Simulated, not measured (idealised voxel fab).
The name of this process module is voxel lift off.
Shown is cross-section cut, with a width of 280 nm and square cells of size 5 nm.
How to read a cross-section here: the picture is a grid of square cells, written as bands going from the top down, and any band can span one or more rows of cells.
Per band: top height and bottom height in nm, followed by the left-to-right materials and their widths in nm; "edge to edge" marks a single material spanning edge to edge, "empty" marks empty space.
Heights from 0 (as-received wafer is one material below). Bottom band endless downward, as "0 and below".
Read "30->40" as a graded width: first number on top, second number at the bottom, same change between each pair of neighbouring rows.
"nothing was modified", as given for a step, is the statement that not any cell of the cross-section underwent a change during that step.
Reported under the label "closed voids" are the empty spaces having no open way to the top and comprising 8 cells or more; the notation for each is width x height at distance, in which the distance is measured from the left edge and all three values are in nm.
Post-settings text on a step line: simulator's own remark regarding the step.
The "overlay nm" setting may appear on a step's line; for a step that uses a mask, it gives how far to the right of its planned position the mask lay, and a negative value indicates the left.

This section lists the process steps that were planned
1: RECEIVE: material Si
2: CONFORMAL_DEP: material SiN, thk nm 10
3: PATTERN: tone open, mask id LINES, material resist, width nm 15, pitch nm 35, thk nm 25, overlay nm 0
4: DIRECTIONAL_DEP: material Ru, thk nm 10
5: STRIP: etch materials resist
6: CONFORMAL_DEP: material SiO2, thk nm 5
Keep in mind the plan's value for the thk nm of step 6 comes from the first wafer; the wafers don't share that setting, but they do share the same starting point.

The first of several wafers, as received after step 1, seen in section
  0 and below | Si edge to edge
  closed voids: none

Every row in this table is a wafer at the end of the module, and it gives, for each of the materials, the cells that wafer has gained (+) or lost (-) since it was received, then its closed voids
thk nm 5, +24 Ru, +112 SiN, +72 SiO2, closed voids: none
thk nm 10, +24 Ru, +112 SiN, +144 SiO2, closed voids: none
thk nm 15, +24 Ru, +112 SiN, +204 SiO2, closed voids: none
thk nm 20, +24 Ru, +112 SiN, +264 SiO2, closed voids: none
